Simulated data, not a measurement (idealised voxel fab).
process module | voxel self aligned contacts
cross-section cut | 300 nm wide | cells 5 nm
A cross-section is a grid of square cells, given in bands from the top down. A band is one or more rows of cells.
Each band's line starts with the height of the band's top and of its bottom, in nm. Then come its materials from left to right, each with its width in nm. One material with "throughout" fills the band from edge to edge. "air" is empty space.
Height 0 is the level under which the wafer as received is all one material. The lowest band goes on downwards, as in "0 down".
A width such as "30 to 40" changes by the same amount from each row of cells to the next, from the band's top row to its bottom row.
"no change" after a step means that no cell of the cross-section changed.
closed voids: empty space of 8 cells or more with no open way to the top, each as width x height at its distance from the left edge, in nm
after a step's settings: what the simulator itself notes on the step
overlay nm, on a step with a mask: how far to the right of its planned place the mask lay; to the left if negative
plan
1 op RECEIVE | material Si
2 op OXIDIZE | depth nm 5
3 op DIRECTIONAL_DEP | material polySi | thk nm 30
4 op DIRECTIONAL_DEP | material SiN | thk nm 20
5 op DIRECTIONAL_DEP | material aC | thk nm 10
6 op PATTERN | tone cover | mask id GATE | material resist | width nm 30 | pitch nm 65 | thk nm 30 | overlay nm 0
7 op DIRECTIONAL_ETCH | etch materials aC | depth nm 10
8 op STRIP | etch materials resist
9 op DIRECTIONAL_ETCH | etch materials SiN | depth nm 20
10 op DIRECTIONAL_ETCH | etch materials polySi | depth nm 30
11 op STRIP | etch materials aC
12 op CONFORMAL_DEP | material SiN | thk nm 5
13 op DIRECTIONAL_ETCH | etch materials SiN | depth nm 5
14 op FILL_DEP | material SiO2 | thk nm 10
15 op CMP | height nm 55
16 op MASKED_ETCH | tone open | mask id CONTACT | width nm 45 | pitch nm 65 | etch materials SiO2 | depth nm 60 | overlay nm 0
17 op CONFORMAL_DEP | material TiN | thk nm 5
18 op FILL_DEP | material Ru | thk nm 10
19 op CMP | height nm 55
20 op CONFORMAL_DEP | material SiN | thk nm 5
as received, after step 1
  0 down: Si throughout
  closed voids: none
first wafer at the end, as planned
  60 to 55: SiN throughout
  55 to 50: SiO2 95 | TiN 15 | Ru 15 | TiN 15 | SiO2 20 | TiN 15 | Ru 15 | TiN 15 | SiO2 95
  50 to 30: SiO2 65 | SiN 40 | TiN 5 | Ru 15 | TiN 5 | SiN 40 | TiN 5 | Ru 15 | TiN 5 | SiN 40 | SiO2 65
  30 to 0: SiO2 65 | SiN 5 | polySi 30 | SiN 5 | TiN 5 | Ru 15 | TiN 5 | SiN 5 | polySi 30 | SiN 5 | TiN 5 | Ru 15 | TiN 5 | SiN 5 | polySi 30 | SiN 5 | SiO2 65
  0 to -5: SiO2 105 | TiN 25 | SiO2 40 | TiN 25 | SiO2 105
  -5 down: Si throughout
  closed voids: none
second wafer at the end: like start, like plan, one mistake
  60 to 55: SiN throughout
  55 to 50: SiO2 95 | TiN 15 | Ru 15 | TiN 15 | SiO2 20 | TiN 15 | Ru 15 | TiN 15 | SiO2 95
  50 to 30: SiO2 65 | SiN 40 | TiN 5 | Ru 15 | TiN 5 | SiN 40 | TiN 5 | Ru 15 | TiN 5 | SiN 40 | SiO2 65
  30 to 10: SiO2 65 | SiN 5 | polySi 30 | SiN 5 | TiN 5 | Ru 15 | TiN 5 | SiN 5 | polySi 30 | SiN 5 | TiN 5 | Ru 15 | TiN 5 | SiN 5 | polySi 30 | SiN 5 | SiO2 65
  10 to 5: SiO2 65 | SiN 5 | polySi 30 | SiN 5 | TiN 25 | SiN 5 | polySi 30 | SiN 5 | TiN 25 | SiN 5 | polySi 30 | SiN 5 | SiO2 65
  5 to 0: SiN 70 | polySi 30 | SiN 35 | polySi 30 | SiN 35 | polySi 30 | SiN 70
  0 to -5: SiO2 throughout
  -5 down: Si throughout
  closed voids: none
what went wrong: steps 12 and 13 were swapped
at the end the second wafer has, in cells: 12 fewer of Ru | 36 more of SiN | 16 fewer of SiO2 | 8 fewer of TiN
